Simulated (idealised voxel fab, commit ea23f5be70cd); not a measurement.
The following process module bears the name voxel spacer lines.
In the cross-section labelled cut, the width is 225 nm and each square cell is 5 nm.
Cross-section format: a grid of square cells, given as bands from top to bottom; each band is one or more rows of cells. First you get the band's top height and its bottom height, in nm, and then the materials it's made of, left to right, with each width in nm. If you see a single material with "throughout", that one covers the band edge to edge. "air" is empty space. Heights are measured from 0, the level below which the as-received wafer is all one material; the lowest band has no bottom and continues downward, written as in "0 down". Graded width ("30->40"): value in top row of band = first number; value in bottom row = second number; row-to-row change constant. Key: "stayed the same" - step with no changed cell in the cross-section. The label "Enclosed cavity list" introduces a list of the empty spaces, 8 cells or larger, that have no open way up to the top; each entry in it reads width x height at distance, where the distance is taken from the left edge and all three are stated in nm. Formally, on a step line, whatever follows the settings is a remark that the simulator itself makes on the step. The "overlay nm" setting may appear on a step's line; for a step that uses a mask, it gives how far to the right of its planned position the mask lay, and a negative value indicates the left.

### List of planned process steps
1 RECEIVE | material Si
2 CONFORMAL_DEP | material Al2O3 | thk nm 5
3 DIRECTIONAL_DEP | material SiN | thk nm 10
4 DIRECTIONAL_DEP | material polySi | thk nm 25
5 PATTERN | tone cover | mask id MANDREL | material resist | width nm 25 | pitch nm 80 | thk nm 30 | overlay nm 0
6 DIRECTIONAL_ETCH | etch materials polySi | depth nm 25
7 STRIP | etch materials resist
8 CONFORMAL_DEP | material SiO2 | thk nm 15
9 DIRECTIONAL_ETCH | etch materials SiO2 | depth nm 15
10 STRIP | etch materials polySi
11 DIRECTIONAL_ETCH | etch materials SiN | depth nm 10
12 STRIP | etch materials SiO2
13 FILL_DEP | material SiO2 | thk nm 5
14 CMP | height nm 15

### So this is the incoming wafer in cross-section - it's already been through step 1
- 0 down  Si throughout
- Enclosed cavity list: none

### First wafer of two, sectioned at end of module; run went per plan
- 15 to 5  SiO2 45 nm, then SiN 15 nm, then SiO2 25 nm, then SiN 15 nm, then SiO2 25 nm, then SiN 15 nm, then SiO2 25 nm, then SiN 15 nm, then SiO2 45 nm
- 5 to 0  Al2O3 throughout
- 0 down  Si throughout
- Enclosed cavity list: none

### End of module, second wafer, cross-section. Started like the first, planned like the first, run with one mistake
- 15 to 10  SiO2 throughout
- 10 to 5  SiO2 45 nm, then SiN 15 nm, then SiO2 25 nm, then SiN 15 nm, then SiO2 25 nm, then SiN 15 nm, then SiO2 25 nm, then SiN 15 nm, then SiO2 45 nm
- 5 to 0  Al2O3 throughout
- 0 down  Si throughout
- Enclosed cavity list: none
It is concluded that the wafer was processed incorrectly with respect to the plan, in that step 3 deviated from plan and actually ran as DIRECTIONAL_DEP | material SiN | thk nm 5
Wafer comparison, final, in cells, second relative to first, materials more or fewer: -12 SiN; +12 SiO2
